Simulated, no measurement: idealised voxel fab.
process module | voxel capacitor over wiring
cross-section cut | 170 nm wide | cells 5 nm
A cross-section is a grid of square cells, given in bands from the top down. A band is one or more rows of cells.
Each band's line starts with the height of the band's top and of its bottom, in nm. Then come its materials from left to right, each with its width in nm. One material with "throughout" fills the band from edge to edge. "air" is empty space.
Height 0 is the level under which the wafer as received is all one material. The lowest band goes on downwards, as in "0 down".
A width such as "30 to 40" changes by the same amount from each row of cells to the next, from the band's top row to its bottom row.
"no change" after a step means that no cell of the cross-section changed.
closed voids: empty space of 8 cells or more with no open way to the top, each as width x height at its distance from the left edge, in nm
after a step's settings: what the simulator itself notes on the step
overlay nm, on a step with a mask: how far to the right of its planned place the mask lay; to the left if negative
plan
1 op RECEIVE | material Si
2 op CONFORMAL_DEP | material SiO2 | thk nm 10
3 op CONFORMAL_DEP | material SiN | thk nm 5
4 op DIRECTIONAL_DEP | material SiO2 | thk nm 15
5 op PATTERN | tone open | mask id METAL_1 | material resist | width nm 30 | pitch nm 95 | thk nm 15 | overlay nm 0
6 op DIRECTIONAL_ETCH | etch materials SiO2 | depth nm 15
7 op DIRECTIONAL_ETCH | etch materials SiN | depth nm 5
8 op STRIP | etch materials resist
9 op CONFORMAL_DEP | material TiN | thk nm 5
10 op FILL_DEP | material Cu | thk nm 5
11 op CMP | height nm 30
12 op CONFORMAL_DEP | material SiCN | thk nm 5
13 op DIRECTIONAL_DEP | material SiO2 | thk nm 10
14 op DIRECTIONAL_DEP | material aC | thk nm 10
15 op PATTERN | tone open | mask id PLUG_1 | material resist | width nm 15 | thk nm 25 | overlay nm 0
16 op DIRECTIONAL_ETCH | etch materials aC | depth nm 10
17 op STRIP | etch materials resist
18 op DIRECTIONAL_ETCH | etch materials SiO2 | depth nm 10
19 op DIRECTIONAL_ETCH | etch materials SiCN | depth nm 5
20 op STRIP | etch materials aC
21 op CONFORMAL_DEP | material TiN | thk nm 5
22 op FILL_DEP | material Ru | thk nm 5
23 op CMP | height nm 45
24 op DIRECTIONAL_DEP | material TiN | thk nm 10
25 op DIRECTIONAL_DEP | material HfO2 | thk nm 5
26 op DIRECTIONAL_DEP | material TiN | thk nm 10
27 op MASKED_ETCH | tone cover | mask id UPPER_PLATE | width nm 70 | etch materials TiN | depth nm 10 | overlay nm 0
28 op MASKED_ETCH | tone cover | mask id UPPER_PLATE | width nm 70 | etch materials HfO2 | depth nm 5 | overlay nm 0
29 op DIRECTIONAL_DEP | material aC | thk nm 15
30 op PATTERN | tone cover | mask id LOWER_PLATE | material resist | width nm 80 | thk nm 30 | overlay nm 0
31 op DIRECTIONAL_ETCH | etch materials aC | depth nm 15
32 op STRIP | etch materials resist
33 op DIRECTIONAL_ETCH | etch materials TiN | depth nm 10
34 op STRIP | etch materials aC
35 op FILL_DEP | material SiO2 | thk nm 15
36 op CMP | height nm 80
37 op PATTERN | tone open | mask id PLUG_2 | material resist | width nm 15 | thk nm 15 | overlay nm 0
38 op DIRECTIONAL_ETCH | etch materials SiO2 | depth nm 10
39 op STRIP | etch materials resist
40 op CONFORMAL_DEP | material TiN | thk nm 5
41 op FILL_DEP | material Ru | thk nm 10
42 op CMP | height nm 80
43 op CONFORMAL_DEP | material SiCN | thk nm 5
first wafer, as planned
as received, after step 1
  0 down: Si throughout
  closed voids: none
after step 2
  10 to 0: SiO2 throughout
  below 0: unchanged
after step 3
  15 to 10: SiN throughout
  below 10: unchanged
after step 4
  30 to 15: SiO2 throughout
  below 15: unchanged
after step 5
  45 to 30: resist 20 | air 30 | resist 65 | air 30 | resist 25
  below 30: unchanged
after step 6
  45 to 30: resist 20 | air 30 | resist 65 | air 30 | resist 25
  30 to 15: SiO2 20 | air 30 | SiO2 65 | air 30 | SiO2 25
  below 15: unchanged
after step 7
  45 to 30: resist 20 | air 30 | resist 65 | air 30 | resist 25
  30 to 15: SiO2 20 | air 30 | SiO2 65 | air 30 | SiO2 25
  15 to 10: SiN 20 | air 30 | SiN 65 | air 30 | SiN 25
  below 10: unchanged
after step 8
  30 to 15: SiO2 20 | air 30 | SiO2 65 | air 30 | SiO2 25
  below 15: unchanged
after step 9
  35 to 30: TiN 25 | air 20 | TiN 75 | air 20 | TiN 30
  30 to 15: SiO2 20 | TiN 5 | air 20 | TiN 5 | SiO2 65 | TiN 5 | air 20 | TiN 5 | SiO2 25
  15 to 10: SiN 20 | TiN 30 | SiN 65 | TiN 30 | SiN 25
  below 10: unchanged
after step 10
  40 to 35: Cu throughout
  35 to 30: TiN 25 | Cu 20 | TiN 75 | Cu 20 | TiN 30
  30 to 15: SiO2 20 | TiN 5 | Cu 20 | TiN 5 | SiO2 65 | TiN 5 | Cu 20 | TiN 5 | SiO2 25
  below 15: unchanged
after step 11
  30 to 15: SiO2 20 | TiN 5 | Cu 20 | TiN 5 | SiO2 65 | TiN 5 | Cu 20 | TiN 5 | SiO2 25
  below 15: unchanged
after step 12
  35 to 30: SiCN throughout
  below 30: unchanged
after step 13
  45 to 35: SiO2 throughout
  below 35: unchanged
after step 14
  55 to 45: aC throughout
  below 45: unchanged
after step 15
  80 to 55: resist 35 | air 15 | resist 120
  below 55: unchanged
after step 16
  70 to 55: resist 35 | air 15 | resist 120
  55 to 45: aC 35 | air 15 | aC 120
  below 45: unchanged
after step 17
  55 to 45: aC 35 | air 15 | aC 120
  below 45: unchanged
after step 18
  55 to 45: aC 35 | air 15 | aC 120
  45 to 35: SiO2 35 | air 15 | SiO2 120
  below 35: unchanged
after step 19
  55 to 45: aC 35 | air 15 | aC 120
  45 to 35: SiO2 35 | air 15 | SiO2 120
  35 to 30: SiCN 35 | air 15 | SiCN 120
  below 30: unchanged
after step 20
  45 to 35: SiO2 35 | air 15 | SiO2 120
  below 35: unchanged
after step 21
  50 to 45: TiN 40 | air 5 | TiN 125
  45 to 35: SiO2 35 | TiN 5 | air 5 | TiN 5 | SiO2 120
  35 to 30: SiCN 35 | TiN 15 | SiCN 120
  below 30: unchanged
after step 22
  55 to 50: Ru throughout
  50 to 45: TiN 40 | Ru 5 | TiN 125
  45 to 35: SiO2 35 | TiN 5 | Ru 5 | TiN 5 | SiO2 120
  below 35: unchanged
after step 23
  45 to 35: SiO2 35 | TiN 5 | Ru 5 | TiN 5 | SiO2 120
  below 35: unchanged
after step 24
  55 to 45: TiN throughout
  below 45: unchanged
after step 25
  60 to 55: HfO2 throughout
  below 55: unchanged
after step 26
  70 to 60: TiN throughout
  below 60: unchanged
after step 27
  70 to 60: air 35 | TiN 70 | air 65
  below 60: unchanged
after step 28
  70 to 60: air 35 | TiN 70 | air 65
  60 to 55: air 35 | HfO2 70 | air 65
  below 55: unchanged
after step 29
  85 to 70: air 35 | aC 70 | air 65
  70 to 60: aC 35 | TiN 70 | aC 65
  60 to 55: aC 35 | HfO2 70 | aC 65
  below 55: unchanged
after step 30
  115 to 85: air 30 | resist 80 | air 60
  85 to 70: air 30 | resist 5 | aC 70 | resist 5 | air 60
  below 70: unchanged
after step 31
  100 to 85: air 30 | resist 80 | air 60
  85 to 70: air 30 | resist 5 | aC 70 | resist 5 | air 60
  70 to 60: air 30 | aC 5 | TiN 70 | aC 5 | air 60
  60 to 55: air 30 | aC 5 | HfO2 70 | aC 5 | air 60
  below 55: unchanged
after step 32
  85 to 70: air 35 | aC 70 | air 65
  below 70: unchanged
after step 33
  85 to 70: air 35 | aC 70 | air 65
  70 to 60: air 30 | aC 5 | TiN 70 | aC 5 | air 60
  60 to 55: air 30 | aC 5 | HfO2 70 | aC 5 | air 60
  55 to 45: air 30 | TiN 80 | air 60
  below 45: unchanged
after step 34
  70 to 60: air 35 | TiN 70 | air 65
  60 to 55: air 35 | HfO2 70 | air 65
  below 55: unchanged
after step 35
  85 to 70: SiO2 throughout
  70 to 60: SiO2 35 | TiN 70 | SiO2 65
  60 to 55: SiO2 35 | HfO2 70 | SiO2 65
  55 to 45: SiO2 30 | TiN 80 | SiO2 60
  below 45: unchanged
after step 36
  80 to 70: SiO2 throughout
  below 70: unchanged
after step 37
  95 to 80: resist 45 | air 15 | resist 110
  below 80: unchanged
after step 38
  95 to 80: resist 45 | air 15 | resist 110
  80 to 70: SiO2 45 | air 15 | SiO2 110
  below 70: unchanged
after step 39
  80 to 70: SiO2 45 | air 15 | SiO2 110
  below 70: unchanged
after step 40
  85 to 80: TiN 50 | air 5 | TiN 115
  80 to 75: SiO2 45 | TiN 5 | air 5 | TiN 5 | SiO2 110
  75 to 70: SiO2 45 | TiN 15 | SiO2 110
  below 70: unchanged
after step 41
  95 to 85: Ru throughout
  85 to 80: TiN 50 | Ru 5 | TiN 115
  80 to 75: SiO2 45 | TiN 5 | Ru 5 | TiN 5 | SiO2 110
  below 75: unchanged
after step 42
  80 to 75: SiO2 45 | TiN 5 | Ru 5 | TiN 5 | SiO2 110
  below 75: unchanged
after step 43
  85 to 80: SiCN throughout
  below 80: unchanged
second wafer: like start, like plan, one mistake. Through step 36 it matches the first wafer
when step 37 should have ended
  95 to 80: air 45 | resist 15 | air 110
  below 80: unchanged
when step 38 should have ended
  95 to 80: air 45 | resist 15 | air 110
  80 to 70: air 45 | SiO2 15 | air 110
  below 70: unchanged
when step 39 should have ended
  80 to 70: air 45 | SiO2 15 | air 110
  below 70: unchanged
when step 40 should have ended
  85 to 80: air 40 | TiN 25 | air 105
  80 to 75: air 40 | TiN 5 | SiO2 15 | TiN 5 | air 105
  75 to 70: TiN 45 | SiO2 15 | TiN 110
  below 70: unchanged
when step 41 should have ended
  95 to 85: Ru throughout
  85 to 80: Ru 40 | TiN 25 | Ru 105
  80 to 75: Ru 40 | TiN 5 | SiO2 15 | TiN 5 | Ru 105
  below 75: unchanged
when step 42 should have ended
  80 to 75: Ru 40 | TiN 5 | SiO2 15 | TiN 5 | Ru 105
  below 75: unchanged
when step 43 should have ended
  85 to 80: SiCN throughout
  below 80: unchanged
what went wrong: step 37 ran as: op PATTERN | tone cover | mask id PLUG_2 | material resist | width nm 15 | thk nm 15 | overlay nm 0
at the end the second wafer has, in cells: 28 more of Ru | 56 fewer of SiO2 | 28 more of TiN
